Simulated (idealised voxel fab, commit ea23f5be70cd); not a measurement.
Process module under the name voxel wiring stack
This is section cut - it's 220 nm across, gridded in 5 nm square cells.
Throughout this document, each cross-section is represented as a grid of square cells and is presented as a sequence of bands enumerated from the top downward, where a band comprises one or more rows of cells. Top, bottom (nm), then materials left to right with widths (nm); lone material tagged "all across" fills the whole band edge to edge; "air" = empty space. Heights from 0 (as-received wafer is one material below). Bottom band endless downward, as "0 -> down". Width spec "30 to 40" -> top row of cells at first value, bottom row at second value, equal per-row change in between. Basically "no alterations made" means that step didn't change any cell in the cross-section. Entry "Voids, sealed" = empty spaces >= 8 cells with no open way to the top; each as width x height at distance, distance from left edge, all nm. Formally, on a step line, whatever follows the settings is a remark that the simulator itself makes on the step. A step's line can hold "overlay nm"; with a mask on that step, the setting says how far right of the planned place the mask lay, while a negative setting says it lay to the left.

LISTED BELOW ARE THE PROCESS STEPS AS PLANNED
| 1 | op RECEIVE | material Si |
| 2 | op CONFORMAL_DEP | material SiO2 | thk nm 15 |
| 3 | op CONFORMAL_DEP | material SiN | thk nm 5 |
| 4 | op DIRECTIONAL_DEP | material SiO2 | thk nm 25 |
| 5 | op DIRECTIONAL_DEP | material aC | thk nm 15 |
| 6 | op PATTERN | tone open | mask id METAL_1 | material resist | width nm 20 | pitch nm 45 | thk nm 35 | overlay nm 0 |
| 7 | op DIRECTIONAL_ETCH | etch materials aC | depth nm 15 |
| 8 | op STRIP | etch materials resist |
| 9 | op DIRECTIONAL_ETCH | etch materials SiO2 | depth nm 25 |
| 10 | op DIRECTIONAL_ETCH | etch materials SiN | depth nm 5 |
| 11 | op STRIP | etch materials aC |
| 12 | op CONFORMAL_DEP | material TiN | thk nm 5 |
| 13 | op FILL_DEP | material Ru | thk nm 10 |
| 14 | op CMP | height nm 45 |
| 15 | op EPI | material Ru | thk nm 5 |
| 16 | op FILL_DEP | material SiCN | thk nm 5 |
| 17 | op DIRECTIONAL_DEP | material lowk | thk nm 10 |
| 18 | op PATTERN | tone open | mask id PLUG_1 | material resist | width nm 15 | pitch nm 90 | thk nm 15 | overlay nm 0 |
| 19 | op DIRECTIONAL_ETCH | etch materials lowk | depth nm 10 |
| 20 | op DIRECTIONAL_ETCH | etch materials SiCN | depth nm 5 |
| 21 | op STRIP | etch materials resist |
| 22 | op EPI | material Ru | thk nm 10 |
| 23 | op EPI | material Ru | thk nm 5 |
| 24 | op DIRECTIONAL_DEP | material TiN | thk nm 5 |
| 25 | op DIRECTIONAL_DEP | material Ru | thk nm 20 |
| 26 | op DIRECTIONAL_DEP | material aC | thk nm 10 |
| 27 | op PATTERN | tone cover | mask id METAL_2 | material resist | width nm 20 | pitch nm 45 | thk nm 30 | overlay nm 0 |
| 28 | op DIRECTIONAL_ETCH | etch materials aC | depth nm 10 |
| 29 | op STRIP | etch materials resist |
| 30 | op DIRECTIONAL_ETCH | etch materials Ru | depth nm 20 |
| 31 | op DIRECTIONAL_ETCH | etch materials TiN | depth nm 5 |
| 32 | op STRIP | etch materials aC |
| 33 | op CONFORMAL_DEP | material SiN | thk nm 5 |
| 34 | op FILL_DEP | material lowk | thk nm 10 |
| 35 | op CMP | height nm 90 |
| 36 | op CONFORMAL_DEP | material SiCN | thk nm 5 |
| 37 | op DIRECTIONAL_DEP | material SiO2 | thk nm 10 |
| 38 | op PATTERN | tone open | mask id PLUG_2 | material resist | width nm 15 | pitch nm 90 | thk nm 20 | overlay nm 0 |
| 39 | op DIRECTIONAL_ETCH | etch materials SiO2 | depth nm 10 |
| 40 | op DIRECTIONAL_ETCH | etch materials SiCN | depth nm 5 |
| 41 | op STRIP | etch materials resist |
| 42 | op EPI | material Ru | thk nm 10 |
| 43 | op EPI | material Ru | thk nm 5 |
| 44 | op CONFORMAL_DEP | material SiCN | thk nm 5 |
| 45 | op DIRECTIONAL_DEP | material lowk | thk nm 25 |
| 46 | op MASKED_ETCH | tone open | mask id METAL_3 | width nm 20 | pitch nm 45 | etch materials lowk | depth nm 25 | overlay nm 0 |
| 47 | op MASKED_ETCH | tone open | mask id METAL_3 | width nm 20 | pitch nm 45 | etch materials SiCN | depth nm 5 | overlay nm 0 |
| 48 | op CONFORMAL_DEP | material TiN | thk nm 5 |
| 49 | op FILL_DEP | material Ru | thk nm 5 |
| 50 | op CMP | height nm 135 |
| 51 | op CONFORMAL_DEP | material SiCN | thk nm 5 |

INCOMING WAFER, CROSS-SECTIONAL VIEW, POST STEP 1
* 0 -> down  Si all across
* Voids, sealed: none

FIRST WAFER OF TWO, SECTIONED AT END OF MODULE; RUN WENT PER PLAN
* 140 -> 135  SiCN all across
* 135 -> 110  lowk 30 nm | TiN 5 nm | Ru 10 nm | TiN 5 nm | lowk 25 nm | TiN 5 nm | Ru 10 nm | TiN 5 nm | lowk 25 nm | TiN 5 nm | Ru 10 nm | TiN 5 nm | lowk 25 nm | TiN 5 nm | Ru 10 nm | TiN 5 nm | lowk 35 nm
* 110 -> 105  SiCN 30 nm | TiN 20 nm | SiCN 25 nm | TiN 20 nm | SiCN 25 nm | TiN 20 nm | SiCN 25 nm | TiN 20 nm | SiCN 35 nm
* 105 -> 95  SiO2 30 nm | Ru 15 nm | SiO2 75 nm | Ru 15 nm | SiO2 85 nm
* 95 -> 90  SiCN 30 nm | Ru 15 nm | SiCN 75 nm | Ru 15 nm | SiCN 85 nm
* 90 -> 70  lowk 25 nm | SiN 5 nm | Ru 20 nm | SiN 5 nm | lowk 15 nm | SiN 5 nm | Ru 20 nm | SiN 5 nm | lowk 15 nm | SiN 5 nm | Ru 20 nm | SiN 5 nm | lowk 15 nm | SiN 5 nm | Ru 20 nm | SiN 5 nm | lowk 30 nm
* 70 -> 65  SiN 30 nm | TiN 20 nm | SiN 25 nm | TiN 20 nm | SiN 25 nm | TiN 20 nm | SiN 25 nm | TiN 20 nm | SiN 35 nm
* 65 -> 55  lowk 30 nm | Ru 15 nm | lowk 75 nm | Ru 15 nm | lowk 85 nm
* 55 -> 50  SiCN 30 nm | Ru 15 nm | SiCN 75 nm | Ru 15 nm | SiCN 85 nm
* 50 -> 45  SiCN 25 nm | Ru 30 nm | SiCN 15 nm | Ru 30 nm | SiCN 15 nm | Ru 30 nm | SiCN 15 nm | Ru 30 nm | SiCN 30 nm
* 45 -> 20  SiO2 30 nm | TiN 5 nm | Ru 10 nm | TiN 5 nm | SiO2 25 nm | TiN 5 nm | Ru 10 nm | TiN 5 nm | SiO2 25 nm | TiN 5 nm | Ru 10 nm | TiN 5 nm | SiO2 25 nm | TiN 5 nm | Ru 10 nm | TiN 5 nm | SiO2 35 nm
* 20 -> 15  SiN 30 nm | TiN 20 nm | SiN 25 nm | TiN 20 nm | SiN 25 nm | TiN 20 nm | SiN 25 nm | TiN 20 nm | SiN 35 nm
* 15 -> 0  SiO2 all across
* 0 -> down  Si all across
* Voids, sealed: none

SO THIS IS WAFER NUMBER TWO OF THE TWO, CUT AT THE END OF THE MODULE - IT STARTED WHERE THE FIRST DID AND HAD THE SAME PLAN, WE JUST GOT ONE THING WRONG RUNNING IT
* 140 -> 135  aC all across
* 135 -> 110  lowk 30 nm | TiN 5 nm | Ru 10 nm | TiN 5 nm | lowk 25 nm | TiN 5 nm | Ru 10 nm | TiN 5 nm | lowk 25 nm | TiN 5 nm | Ru 10 nm | TiN 5 nm | lowk 25 nm | TiN 5 nm | Ru 10 nm | TiN 5 nm | lowk 35 nm
* 110 -> 105  SiCN 30 nm | TiN 20 nm | SiCN 25 nm | TiN 20 nm | SiCN 25 nm | TiN 20 nm | SiCN 25 nm | TiN 20 nm | SiCN 35 nm
* 105 -> 95  SiO2 30 nm | Ru 15 nm | SiO2 75 nm | Ru 15 nm | SiO2 85 nm
* 95 -> 90  SiCN 30 nm | Ru 15 nm | SiCN 75 nm | Ru 15 nm | SiCN 85 nm
* 90 -> 70  lowk 25 nm | SiN 5 nm | Ru 20 nm | SiN 5 nm | lowk 15 nm | SiN 5 nm | Ru 20 nm | SiN 5 nm | lowk 15 nm | SiN 5 nm | Ru 20 nm | SiN 5 nm | lowk 15 nm | SiN 5 nm | Ru 20 nm | SiN 5 nm | lowk 30 nm
* 70 -> 65  SiN 30 nm | TiN 20 nm | SiN 25 nm | TiN 20 nm | SiN 25 nm | TiN 20 nm | SiN 25 nm | TiN 20 nm | SiN 35 nm
* 65 -> 55  lowk 30 nm | Ru 15 nm | lowk 75 nm | Ru 15 nm | lowk 85 nm
* 55 -> 50  SiCN 30 nm | Ru 15 nm | SiCN 75 nm | Ru 15 nm | SiCN 85 nm
* 50 -> 45  SiCN 25 nm | Ru 30 nm | SiCN 15 nm | Ru 30 nm | SiCN 15 nm | Ru 30 nm | SiCN 15 nm | Ru 30 nm | SiCN 30 nm
* 45 -> 20  SiO2 30 nm | TiN 5 nm | Ru 10 nm | TiN 5 nm | SiO2 25 nm | TiN 5 nm | Ru 10 nm | TiN 5 nm | SiO2 25 nm | TiN 5 nm | Ru 10 nm | TiN 5 nm | SiO2 25 nm | TiN 5 nm | Ru 10 nm | TiN 5 nm | SiO2 35 nm
* 20 -> 15  SiN 30 nm | TiN 20 nm | SiN 25 nm | TiN 20 nm | SiN 25 nm | TiN 20 nm | SiN 25 nm | TiN 20 nm | SiN 35 nm
* 15 -> 0  SiO2 all across
* 0 -> down  Si all across
* Voids, sealed: none
Which mistake was made when the wafer was run? heads up, step 51 didn't go per plan, it actually ran as op CONFORMAL_DEP | material aC | thk nm 5
Final comparison by cell count, materials where the second wafer has more or fewer than the first: -44 SiCN, +44 aC
